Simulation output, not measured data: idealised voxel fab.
The process module that follows is named voxel air gaps.
The cross-section on display is named cut; it measures 300 nm wide, and its cells are 5 nm squares.
How to read a cross-section here: the picture is a grid of square cells, written as bands going from the top down, and any band can span one or more rows of cells.
The band entry comprises the height of the band's top followed by the height of its bottom, expressed in nm, and subsequently the band's materials from left to right, each stated together with its width in nm. Where a single material is marked with the word "throughout", that material fills the band from edge to edge. The word "blank" represents empty space.
Heights are reckoned from 0. Under this level, the received wafer is all of one material. The bottommost band is open-ended downward, for example "z 0 and below".
Read "30 to 40" as a graded width: first number on top, second number at the bottom, same change between each pair of neighbouring rows.
You'll sometimes find "nothing was modified" written for a step, and that's the way of saying that nowhere in the cross-section did a cell change during that step.
Look at "Voids, enclosed" for the closed voids: empty spaces with no open path to the top, sized 8 cells or up. Each is width x height at distance, distance from the left edge, all nm.
What comes after the settings on a step's line is commentary from the simulator itself on that step.
overlay nm, on a step with a mask: how far to the right of its planned place the mask lay; to the left if negative
LIST OF PLANNED PROCESS STEPS
step 1: RECEIVE,material Si
step 2: CONFORMAL_DEP,material SiO2,thk nm 10
step 3: CONFORMAL_DEP,material SiN,thk nm 5
step 4: DIRECTIONAL_DEP,material lowk,thk nm 40
step 5: MASKED_ETCH,tone open,mask id LINES,width nm 15,pitch nm 45,etch materials lowk,depth nm 40,overlay nm 0
step 6: CONFORMAL_DEP,material TiN,thk nm 5
step 7: FILL_DEP,material Ru,thk nm 10
step 8: CMP,height nm 55
step 9: EPI,material Ru,thk nm 10
step 10: SELECTIVE_ETCH,etch materials lowk,depth nm 50
step 11: CONFORMAL_DEP,material SiN,thk nm 5
CROSS-SECTION OF THE WAFER AS IT CAME TO US, I.E., ALREADY THROUGH STEP 1
    z 0 and below: Si throughout
    Voids, enclosed: none
A WAFER AT THE END: THIS START, THIS PLAN, ONE MISTAKE
    z 70 to 65: SiN throughout
    z 65 to 55: Ru throughout
    z 55 to 50: TiN 100 nm; Ru 5 nm; TiN 40 nm; Ru 5 nm; TiN 40 nm; Ru 5 nm; TiN 105 nm
    z 50 to 15: lowk 95 nm; TiN 5 nm; Ru 5 nm; TiN 5 nm; lowk 30 nm; TiN 5 nm; Ru 5 nm; TiN 5 nm; lowk 30 nm; TiN 5 nm; Ru 5 nm; TiN 5 nm; lowk 100 nm
    z 15 to 10: lowk 95 nm; TiN 15 nm; lowk 30 nm; TiN 15 nm; lowk 30 nm; TiN 15 nm; lowk 100 nm
    z 10 to 0: SiO2 throughout
    z 0 and below: Si throughout
    Voids, enclosed: none
The mistake made against the process plan was this: heads up, step 3 of the plan was skipped and never actually ran
